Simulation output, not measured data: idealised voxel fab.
process module | voxel trench capacitor
cross-section cut | 245 nm wide | cells 5 nm
A cross-section is a grid of square cells, given in bands from the top down. A band is one or more rows of cells.
Each band's line starts with the height of the band's top and of its bottom, in nm. Then come its materials from left to right, each with its width in nm. One material with "throughout" fills the band from edge to edge. "air" is empty space.
Height 0 is the level under which the wafer as received is all one material. The lowest band goes on downwards, as in "0 down".
A width such as "30 to 40" changes by the same amount from each row of cells to the next, from the band's top row to its bottom row.
"no change" after a step means that no cell of the cross-section changed.
closed voids: empty space of 8 cells or more with no open way to the top, each as width x height at its distance from the left edge, in nm
after a step's settings: what the simulator itself notes on the step
overlay nm, on a step with a mask: how far to the right of its planned place the mask lay; to the left if negative
plan
1 op RECEIVE | material Si
2 op CONFORMAL_DEP | material SiN | thk nm 5
3 op PATTERN | tone open | mask id TRENCH | material resist | width nm 25 | pitch nm 50 | thk nm 15 | overlay nm 0
4 op DIRECTIONAL_ETCH | etch materials SiN | depth nm 5
5 op DIRECTIONAL_ETCH | etch materials Si | depth nm 40
6 op STRIP | etch materials resist
7 op CONFORMAL_DEP | material Al2O3 | thk nm 5
8 op CONFORMAL_DEP | material TiN | thk nm 5
9 op FILL_DEP | material W | thk nm 10
10 op CMP | height nm 5
as received, after step 1
  0 down: Si throughout
  closed voids: none
first wafer at the end, as planned
  5 to 0: SiN 85 | Al2O3 5 | TiN 5 | W 5 | TiN 5 | Al2O3 5 | SiN 25 | Al2O3 5 | TiN 5 | W 5 | TiN 5 | Al2O3 5 | SiN 85
  0 to -30: Si 85 | Al2O3 5 | TiN 5 | W 5 | TiN 5 | Al2O3 5 | Si 25 | Al2O3 5 | TiN 5 | W 5 | TiN 5 | Al2O3 5 | Si 85
  -30 to -35: Si 85 | Al2O3 5 | TiN 15 | Al2O3 5 | Si 25 | Al2O3 5 | TiN 15 | Al2O3 5 | Si 85
  -35 to -40: Si 85 | Al2O3 25 | Si 25 | Al2O3 25 | Si 85
  -40 down: Si throughout
  closed voids: none
second wafer at the end: like start, like plan, one mistake
  25 to 15: W throughout
  15 to 10: TiN 95 | W 5 | TiN 45 | W 5 | TiN 95
  10 to 5: Al2O3 90 | TiN 5 | W 5 | TiN 5 | Al2O3 35 | TiN 5 | W 5 | TiN 5 | Al2O3 90
  5 to 0: SiN 85 | Al2O3 5 | TiN 5 | W 5 | TiN 5 | Al2O3 5 | SiN 25 | Al2O3 5 | TiN 5 | W 5 | TiN 5 | Al2O3 5 | SiN 85
  0 to -30: Si 85 | Al2O3 5 | TiN 5 | W 5 | TiN 5 | Al2O3 5 | Si 25 | Al2O3 5 | TiN 5 | W 5 | TiN 5 | Al2O3 5 | Si 85
  -30 to -35: Si 85 | Al2O3 5 | TiN 15 | Al2O3 5 | Si 25 | Al2O3 5 | TiN 15 | Al2O3 5 | Si 85
  -35 to -40: Si 85 | Al2O3 25 | Si 25 | Al2O3 25 | Si 85
  -40 down: Si throughout
  closed voids: none
what went wrong: step 10 was left out
at the end the second wafer has, in cells: 43 more of Al2O3 | 51 more of TiN | 102 more of W
